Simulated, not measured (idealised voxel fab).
voxel capacitor over wiring: a process module
FYI the section here is cut, 255 nm wide, cells are 5 nm squares.
Cross-section layout: square cells on a grid; listed as bands, top to bottom; a band spans one or more cell rows. Heads up on the band format: heights come first, top then bottom, in nm. After that it's the materials left to right, each with its width in nm. A single material flagged "throughout" fills the whole band edge to edge, and "empty" means there's empty space there. A quick word on heights: they are counted from 0, and under that level the wafer as it came to us is one material throughout. The lowest band is different from the rest in having no bottom; it simply continues downward, written as in "0 nm and below". Note: "30 to 40" means the width goes from the first number (top row of the band) to the second number (bottom row) in equal steps per row of cells. Key: "nothing altered" - step with no changed cell in the cross-section. Sealed voids: empty space of 8 cells or more with no open way to the top, each as width x height at its distance from the left edge, in nm. Post-settings text on a step line: simulator's own remark regarding the step. overlay nm: mask offset rightward from planned place, masked step; negative means leftward offset.
**Process steps - plan**
1: RECEIVE: material Si
2: CONFORMAL_DEP: material SiO2, thk nm 15
3: CONFORMAL_DEP: material SiCN, thk nm 5
4: DIRECTIONAL_DEP: material lowk, thk nm 15
5: PATTERN: tone open, mask id METAL_1, material resist, width nm 25, pitch nm 90, thk nm 15, overlay nm 0
6: DIRECTIONAL_ETCH: etch materials lowk, depth nm 15
7: DIRECTIONAL_ETCH: etch materials SiCN, depth nm 5
8: STRIP: etch materials resist
9: CONFORMAL_DEP: material TiN, thk nm 5
10: FILL_DEP: material Cu, thk nm 5
11: CMP: height nm 35
12: EPI: material Ru, thk nm 5
13: FILL_DEP: material SiCN, thk nm 5
14: DIRECTIONAL_DEP: material lowk, thk nm 15
15: DIRECTIONAL_DEP: material aC, thk nm 10
16: PATTERN: tone open, mask id PLUG_1, material resist, width nm 15, thk nm 25, overlay nm 0
17: DIRECTIONAL_ETCH: etch materials aC, depth nm 10
18: STRIP: etch materials resist
19: DIRECTIONAL_ETCH: etch materials lowk, depth nm 15
20: DIRECTIONAL_ETCH: etch materials SiCN, depth nm 5
21: STRIP: etch materials aC
22: EPI: material Ru, thk nm 10
23: EPI: material Ru, thk nm 10
24: DIRECTIONAL_DEP: material TiN, thk nm 5
25: DIRECTIONAL_DEP: material SiN, thk nm 5
26: DIRECTIONAL_DEP: material TiN, thk nm 10
27: MASKED_ETCH: tone cover, mask id UPPER_PLATE, width nm 70, etch materials TiN, depth nm 10, overlay nm 0
28: MASKED_ETCH: tone cover, mask id UPPER_PLATE, width nm 70, etch materials SiN, depth nm 5, overlay nm 0
29: PATTERN: tone cover, mask id LOWER_PLATE, material resist, width nm 80, thk nm 15, overlay nm 0
30: DIRECTIONAL_ETCH: etch materials TiN, depth nm 5
31: STRIP: etch materials resist
32: FILL_DEP: material SiO2, thk nm 15
33: CMP: height nm 90
34: PATTERN: tone open, mask id PLUG_2, material resist, width nm 15, thk nm 15, overlay nm 0
35: DIRECTIONAL_ETCH: etch materials SiO2, depth nm 10
36: STRIP: etch materials resist
37: CONFORMAL_DEP: material TiN, thk nm 5
38: FILL_DEP: material W, thk nm 5
39: CMP: height nm 90
40: CONFORMAL_DEP: material SiN, thk nm 5
**The first wafer of two, processed as planned**
**Wafer cross-section on receipt, i.e. after step 1**
    0 nm and below = Si throughout
    Sealed voids: none
**After step 2: wafer cross-section**
    15 nm to 0 nm = SiO2 throughout
    Rest of section, below 0: as before.
**After step 3: wafer cross-section**
    20 nm to 15 nm = SiCN throughout
    Rest of section, below 15: as before.
**After step 4: wafer cross-section**
    35 nm to 20 nm = lowk throughout
    Rest of section, below 20: as before.
**After step 5: wafer cross-section**
    50 nm to 35 nm = resist=70; empty=25; resist=65; empty=25; resist=70
    Rest of section, below 35: as before.
**After step 6: wafer cross-section**
    50 nm to 35 nm = resist=70; empty=25; resist=65; empty=25; resist=70
    35 nm to 20 nm = lowk=70; empty=25; lowk=65; empty=25; lowk=70
    Rest of section, below 20: as before.
**After step 7: wafer cross-section**
    50 nm to 35 nm = resist=70; empty=25; resist=65; empty=25; resist=70
    35 nm to 20 nm = lowk=70; empty=25; lowk=65; empty=25; lowk=70
    20 nm to 15 nm = SiCN=70; empty=25; SiCN=65; empty=25; SiCN=70
    Rest of section, below 15: as before.
**After step 8: wafer cross-section**
    35 nm to 20 nm = lowk=70; empty=25; lowk=65; empty=25; lowk=70
    Rest of section, below 20: as before.
**After step 9: wafer cross-section**
    40 nm to 35 nm = TiN=75; empty=15; TiN=75; empty=15; TiN=75
    35 nm to 20 nm = lowk=70; TiN=5; empty=15; TiN=5; lowk=65; TiN=5; empty=15; TiN=5; lowk=70
    20 nm to 15 nm = SiCN=70; TiN=25; SiCN=65; TiN=25; SiCN=70
    Rest of section, below 15: as before.
**After step 10: wafer cross-section**
    45 nm to 40 nm = Cu throughout
    40 nm to 35 nm = TiN=75; Cu=15; TiN=75; Cu=15; TiN=75
    35 nm to 20 nm = lowk=70; TiN=5; Cu=15; TiN=5; lowk=65; TiN=5; Cu=15; TiN=5; lowk=70
    Rest of section, below 20: as before.
**After step 11: wafer cross-section**
    35 nm to 20 nm = lowk=70; TiN=5; Cu=15; TiN=5; lowk=65; TiN=5; Cu=15; TiN=5; lowk=70
    Rest of section, below 20: as before.
**After step 12: wafer cross-section**
    40 nm to 35 nm = empty=65; Ru=35; empty=55; Ru=35; empty=65
    Rest of section, below 35: as before.
**After step 13: wafer cross-section**
    45 nm to 40 nm = SiCN throughout
    40 nm to 35 nm = SiCN=65; Ru=35; SiCN=55; Ru=35; SiCN=65
    Rest of section, below 35: as before.
**After step 14: wafer cross-section**
    60 nm to 45 nm = lowk throughout
    Rest of section, below 45: as before.
**After step 15: wafer cross-section**
    70 nm to 60 nm = aC throughout
    Rest of section, below 60: as before.
**After step 16: wafer cross-section**
    95 nm to 70 nm = resist=80; empty=15; resist=160
    Rest of section, below 70: as before.
**After step 17: wafer cross-section**
    85 nm to 70 nm = resist=80; empty=15; resist=160
    70 nm to 60 nm = aC=80; empty=15; aC=160
    Rest of section, below 60: as before.
**After step 18: wafer cross-section**
    70 nm to 60 nm = aC=80; empty=15; aC=160
    Rest of section, below 60: as before.
**After step 19: wafer cross-section**
    70 nm to 60 nm = aC=80; empty=15; aC=160
    60 nm to 45 nm = lowk=80; empty=15; lowk=160
    Rest of section, below 45: as before.
**After step 20: wafer cross-section**
    70 nm to 60 nm = aC=80; empty=15; aC=160
    60 nm to 45 nm = lowk=80; empty=15; lowk=160
    45 nm to 40 nm = SiCN=80; empty=15; SiCN=160
    Rest of section, below 40: as before.
**After step 21: wafer cross-section**
    60 nm to 45 nm = lowk=80; empty=15; lowk=160
    Rest of section, below 45: as before.
**After step 22: wafer cross-section**
    60 nm to 50 nm = lowk=80; empty=15; lowk=160
    50 nm to 45 nm = lowk=80; Ru=15; lowk=160
    45 nm to 40 nm = SiCN=80; Ru=15; SiCN=160
    Rest of section, below 40: as before.
**After step 23: wafer cross-section**
    60 nm to 45 nm = lowk=80; Ru=15; lowk=160
    Rest of section, below 45: as before.
**After step 24: wafer cross-section**
    65 nm to 60 nm = TiN throughout
    Rest of section, below 60: as before.
**After step 25: wafer cross-section**
    70 nm to 65 nm = SiN throughout
    Rest of section, below 65: as before.
**After step 26: wafer cross-section**
    80 nm to 70 nm = TiN throughout
    Rest of section, below 70: as before.
**After step 27: wafer cross-section**
    80 nm to 70 nm = empty=80; TiN=70; empty=105
    Rest of section, below 70: as before.
**After step 28: wafer cross-section**
    80 nm to 70 nm = empty=80; TiN=70; empty=105
    70 nm to 65 nm = empty=80; SiN=70; empty=105
    Rest of section, below 65: as before.
**After step 29: wafer cross-section**
    95 nm to 80 nm = empty=75; resist=80; empty=100
    80 nm to 70 nm = empty=75; resist=5; TiN=70; resist=5; empty=100
    70 nm to 65 nm = empty=75; resist=5; SiN=70; resist=5; empty=100
    Rest of section, below 65: as before.
**After step 30: wafer cross-section**
    95 nm to 80 nm = empty=75; resist=80; empty=100
    80 nm to 70 nm = empty=75; resist=5; TiN=70; resist=5; empty=100
    70 nm to 65 nm = empty=75; resist=5; SiN=70; resist=5; empty=100
    65 nm to 60 nm = empty=75; TiN=80; empty=100
    Rest of section, below 60: as before.
**After step 31: wafer cross-section**
    80 nm to 70 nm = empty=80; TiN=70; empty=105
    70 nm to 65 nm = empty=80; SiN=70; empty=105
    Rest of section, below 65: as before.
**After step 32: wafer cross-section**
    95 nm to 80 nm = SiO2 throughout
    80 nm to 70 nm = SiO2=80; TiN=70; SiO2=105
    70 nm to 65 nm = SiO2=80; SiN=70; SiO2=105
    65 nm to 60 nm = SiO2=75; TiN=80; SiO2=100
    Rest of section, below 60: as before.
**After step 33: wafer cross-section**
    90 nm to 80 nm = SiO2 throughout
    Rest of section, below 80: as before.
**After step 34: wafer cross-section**
    105 nm to 90 nm = resist=90; empty=15; resist=150
    Rest of section, below 90: as before.
**After step 35: wafer cross-section**
    105 nm to 90 nm = resist=90; empty=15; resist=150
    90 nm to 80 nm = SiO2=90; empty=15; SiO2=150
    Rest of section, below 80: as before.
**After step 36: wafer cross-section**
    90 nm to 80 nm = SiO2=90; empty=15; SiO2=150
    Rest of section, below 80: as before.
**After step 37: wafer cross-section**
    95 nm to 90 nm = TiN=95; empty=5; TiN=155
    90 nm to 85 nm = SiO2=90; TiN=5; empty=5; TiN=5; SiO2=150
    85 nm to 80 nm = SiO2=90; TiN=15; SiO2=150
    Rest of section, below 80: as before.
**After step 38: wafer cross-section**
    100 nm to 95 nm = W throughout
    95 nm to 90 nm = TiN=95; W=5; TiN=155
    90 nm to 85 nm = SiO2=90; TiN=5; W=5; TiN=5; SiO2=150
    Rest of section, below 85: as before.
**After step 39: wafer cross-section**
    90 nm to 85 nm = SiO2=90; TiN=5; W=5; TiN=5; SiO2=150
    Rest of section, below 85: as before.
**After step 40: wafer cross-section**
    95 nm to 90 nm = SiN throughout
    Rest of section, below 90: as before.
**Second wafer: same start and same plan as the first, one execution error; identical to the first through step 3**
**Look at the second wafer in cross-section at the time step 4 ought to have finished**
    30 nm to 20 nm = lowk throughout
    Rest of section, below 20: as before.
**Look at the second wafer in cross-section at the time step 5 ought to have finished**
    45 nm to 30 nm = resist=70; empty=25; resist=65; empty=25; resist=70
    Rest of section, below 30: as before.
**Look at the second wafer in cross-section at the time step 6 ought to have finished**
    45 nm to 30 nm = resist=70; empty=25; resist=65; empty=25; resist=70
    30 nm to 20 nm = lowk=70; empty=25; lowk=65; empty=25; lowk=70
    Rest of section, below 20: as before.
**Look at the second wafer in cross-section at the time step 7 ought to have finished**
    45 nm to 30 nm = resist=70; empty=25; resist=65; empty=25; resist=70
    30 nm to 20 nm = lowk=70; empty=25; lowk=65; empty=25; lowk=70
    20 nm to 15 nm = SiCN=70; empty=25; SiCN=65; empty=25; SiCN=70
    Rest of section, below 15: as before.
**Look at the second wafer in cross-section at the time step 8 ought to have finished**
    30 nm to 20 nm = lowk=70; empty=25; lowk=65; empty=25; lowk=70
    Rest of section, below 20: as before.
**Look at the second wafer in cross-section at the time step 9 ought to have finished**
    35 nm to 30 nm = TiN=75; empty=15; TiN=75; empty=15; TiN=75
    30 nm to 20 nm = lowk=70; TiN=5; empty=15; TiN=5; lowk=65; TiN=5; empty=15; TiN=5; lowk=70
    20 nm to 15 nm = SiCN=70; TiN=25; SiCN=65; TiN=25; SiCN=70
    Rest of section, below 15: as before.
**Look at the second wafer in cross-section at the time step 10 ought to have finished**
    40 nm to 35 nm = Cu throughout
    35 nm to 30 nm = TiN=75; Cu=15; TiN=75; Cu=15; TiN=75
    30 nm to 20 nm = lowk=70; TiN=5; Cu=15; TiN=5; lowk=65; TiN=5; Cu=15; TiN=5; lowk=70
    Rest of section, below 20: as before.
**Look at the second wafer in cross-section at the time step 11 ought to have finished**
    35 nm to 30 nm = TiN=75; Cu=15; TiN=75; Cu=15; TiN=75
    Rest of section, below 30: as before.
**Look at the second wafer in cross-section at the time step 12 ought to have finished**
    40 nm to 35 nm = Ru throughout
    Rest of section, below 35: as before.
**Look at the second wafer in cross-section at the time step 13 ought to have finished**
    45 nm to 40 nm = SiCN throughout
    Rest of section, below 40: as before.
**Look at the second wafer in cross-section at the time step 14 ought to have finished**
    60 nm to 45 nm = lowk throughout
    Rest of section, below 45: as before.
**Look at the second wafer in cross-section at the time step 15 ought to have finished**
    70 nm to 60 nm = aC throughout
    Rest of section, below 60: as before.
**Look at the second wafer in cross-section at the time step 16 ought to have finished**
    95 nm to 70 nm = resist=80; empty=15; resist=160
    Rest of section, below 70: as before.
**Look at the second wafer in cross-section at the time step 17 ought to have finished**
    85 nm to 70 nm = resist=80; empty=15; resist=160
    70 nm to 60 nm = aC=80; empty=15; aC=160
    Rest of section, below 60: as before.
**Look at the second wafer in cross-section at the time step 18 ought to have finished**
    70 nm to 60 nm = aC=80; empty=15; aC=160
    Rest of section, below 60: as before.
**Look at the second wafer in cross-section at the time step 19 ought to have finished**
    70 nm to 60 nm = aC=80; empty=15; aC=160
    60 nm to 45 nm = lowk=80; empty=15; lowk=160
    Rest of section, below 45: as before.
**Look at the second wafer in cross-section at the time step 20 ought to have finished**
    70 nm to 60 nm = aC=80; empty=15; aC=160
    60 nm to 45 nm = lowk=80; empty=15; lowk=160
    45 nm to 40 nm = SiCN=80; empty=15; SiCN=160
    Rest of section, below 40: as before.
**Look at the second wafer in cross-section at the time step 21 ought to have finished**
    60 nm to 45 nm = lowk=80; empty=15; lowk=160
    Rest of section, below 45: as before.
**Look at the second wafer in cross-section at the time step 22 ought to have finished**
    60 nm to 50 nm = lowk=80; empty=15; lowk=160
    50 nm to 45 nm = lowk=80; Ru=15; lowk=160
    45 nm to 40 nm = SiCN=80; Ru=15; SiCN=160
    Rest of section, below 40: as before.
**Look at the second wafer in cross-section at the time step 23 ought to have finished**
    60 nm to 45 nm = lowk=80; Ru=15; lowk=160
    Rest of section, below 45: as before.
**Look at the second wafer in cross-section at the time step 24 ought to have finished**
    65 nm to 60 nm = TiN throughout
    Rest of section, below 60: as before.
**Look at the second wafer in cross-section at the time step 25 ought to have finished**
    70 nm to 65 nm = SiN throughout
    Rest of section, below 65: as before.
**Look at the second wafer in cross-section at the time step 26 ought to have finished**
    80 nm to 70 nm = TiN throughout
    Rest of section, below 70: as before.
**Look at the second wafer in cross-section at the time step 27 ought to have finished**
    80 nm to 70 nm = empty=80; TiN=70; empty=105
    Rest of section, below 70: as before.
**Look at the second wafer in cross-section at the time step 28 ought to have finished**
    80 nm to 70 nm = empty=80; TiN=70; empty=105
    70 nm to 65 nm = empty=80; SiN=70; empty=105
    Rest of section, below 65: as before.
**Look at the second wafer in cross-section at the time step 29 ought to have finished**
    95 nm to 80 nm = empty=75; resist=80; empty=100
    80 nm to 70 nm = empty=75; resist=5; TiN=70; resist=5; empty=100
    70 nm to 65 nm = empty=75; resist=5; SiN=70; resist=5; empty=100
    Rest of section, below 65: as before.
**Look at the second wafer in cross-section at the time step 30 ought to have finished**
    95 nm to 80 nm = empty=75; resist=80; empty=100
    80 nm to 70 nm = empty=75; resist=5; TiN=70; resist=5; empty=100
    70 nm to 65 nm = empty=75; resist=5; SiN=70; resist=5; empty=100
    65 nm to 60 nm = empty=75; TiN=80; empty=100
    Rest of section, below 60: as before.
**Look at the second wafer in cross-section at the time step 31 ought to have finished**
    80 nm to 70 nm = empty=80; TiN=70; empty=105
    70 nm to 65 nm = empty=80; SiN=70; empty=105
    Rest of section, below 65: as before.
**Look at the second wafer in cross-section at the time step 32 ought to have finished**
    95 nm to 80 nm = SiO2 throughout
    80 nm to 70 nm = SiO2=80; TiN=70; SiO2=105
    70 nm to 65 nm = SiO2=80; SiN=70; SiO2=105
    65 nm to 60 nm = SiO2=75; TiN=80; SiO2=100
    Rest of section, below 60: as before.
**Look at the second wafer in cross-section at the time step 33 ought to have finished**
    90 nm to 80 nm = SiO2 throughout
    Rest of section, below 80: as before.
**Look at the second wafer in cross-section at the time step 34 ought to have finished**
    105 nm to 90 nm = resist=90; empty=15; resist=150
    Rest of section, below 90: as before.
**Look at the second wafer in cross-section at the time step 35 ought to have finished**
    105 nm to 90 nm = resist=90; empty=15; resist=150
    90 nm to 80 nm = SiO2=90; empty=15; SiO2=150
    Rest of section, below 80: as before.
**Look at the second wafer in cross-section at the time step 36 ought to have finished**
    90 nm to 80 nm = SiO2=90; empty=15; SiO2=150
    Rest of section, below 80: as before.
**Look at the second wafer in cross-section at the time step 37 ought to have finished**
    95 nm to 90 nm = TiN=95; empty=5; TiN=155
    90 nm to 85 nm = SiO2=90; TiN=5; empty=5; TiN=5; SiO2=150
    85 nm to 80 nm = SiO2=90; TiN=15; SiO2=150
    Rest of section, below 80: as before.
**Look at the second wafer in cross-section at the time step 38 ought to have finished**
    100 nm to 95 nm = W throughout
    95 nm to 90 nm = TiN=95; W=5; TiN=155
    90 nm to 85 nm = SiO2=90; TiN=5; W=5; TiN=5; SiO2=150
    Rest of section, below 85: as before.
**Look at the second wafer in cross-section at the time step 39 ought to have finished**
    90 nm to 85 nm = SiO2=90; TiN=5; W=5; TiN=5; SiO2=150
    Rest of section, below 85: as before.
**Look at the second wafer in cross-section at the time step 40 ought to have finished**
    95 nm to 90 nm = SiN throughout
    Rest of section, below 90: as before.
In executing the process, a mistake was made relative to the plan: step 4 was processed under conditions differing from the plan, specifically as DIRECTIONAL_DEP: material lowk, thk nm 10
Count the cells at the end and the second wafer has more or fewer of some materials than the first: Ru: 37 more | SiCN: 37 fewer | TiN: 41 more | lowk: 41 fewer
